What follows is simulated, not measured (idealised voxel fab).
Title: Process Module voxel local oxidation
In the cross-section labelled cut, the width is 175 nm and each square cell is 5 nm.
For the purposes of this document, a cross-section shall be understood as a grid of square cells, specified as bands listed in top-to-bottom order, each band consisting of one or more rows of cells.
Band entry format. Leading values: height of top, height of bottom, nm. Remainder: materials in left-to-right order, each with its width in nm. Special words: "full width" on a single material, which then fills the band edge to edge; "empty", empty space.
Where do heights start? At 0: under that level the wafer as delivered is made of one material only. And the lowest band has no floor; it just carries on downward, as in "0 -> down".
Note: "30->40" means the width goes from the first number (top row of the band) to the second number (bottom row) in equal steps per row of cells.
It should be understood that the words "changes: none", when stated for a given step, signify that the cross-section underwent no change in any of its cells during that step.
The entry titled "Internal closed voids" provides the empty spaces that have no open way to the top, restricted to those of 8 cells or more. Each is presented as width x height at distance, the distance being measured from the left edge, with all three in nm.
Where a step's line continues beyond its settings, the continuation is a remark by the simulator itself on that step.
The "overlay nm" setting may appear on a step's line; for a step that uses a mask, it gives how far to the right of its planned position the mask lay, and a negative value indicates the left.
-- Steps in the process plan
1) RECEIVE: material Si
2) CONFORMAL_DEP: material SiO2, thk nm 5
3) CONFORMAL_DEP: material SiN, thk nm 15
4) MASKED_ETCH: tone cover, mask id ACTIVE, width nm 90, etch materials SiN, depth nm 15, overlay nm 0
5) SELECTIVE_ETCH: etch materials SiO2, depth nm 5
6) OXIDIZE: depth nm 15
7) STRIP: etch materials SiN
-- The cross-section here shows the wafer as received, i.e. in its state after step 1
> 0 -> down  Si full width
> Internal closed voids: none
-- End state of the module in cross-section, given the above starting point and plan and one mistake in execution
> 5 -> 0  empty (55) / SiO2 (60) / empty (60)
> 0 -> -15  SiO2 (70) / Si (30) / SiO2 (75)
> -15 -> down  Si full width
> Internal closed voids: none
Processing error: rather than as planned, step 5 actually ran as SELECTIVE_ETCH: etch materials SiO2, depth nm 15
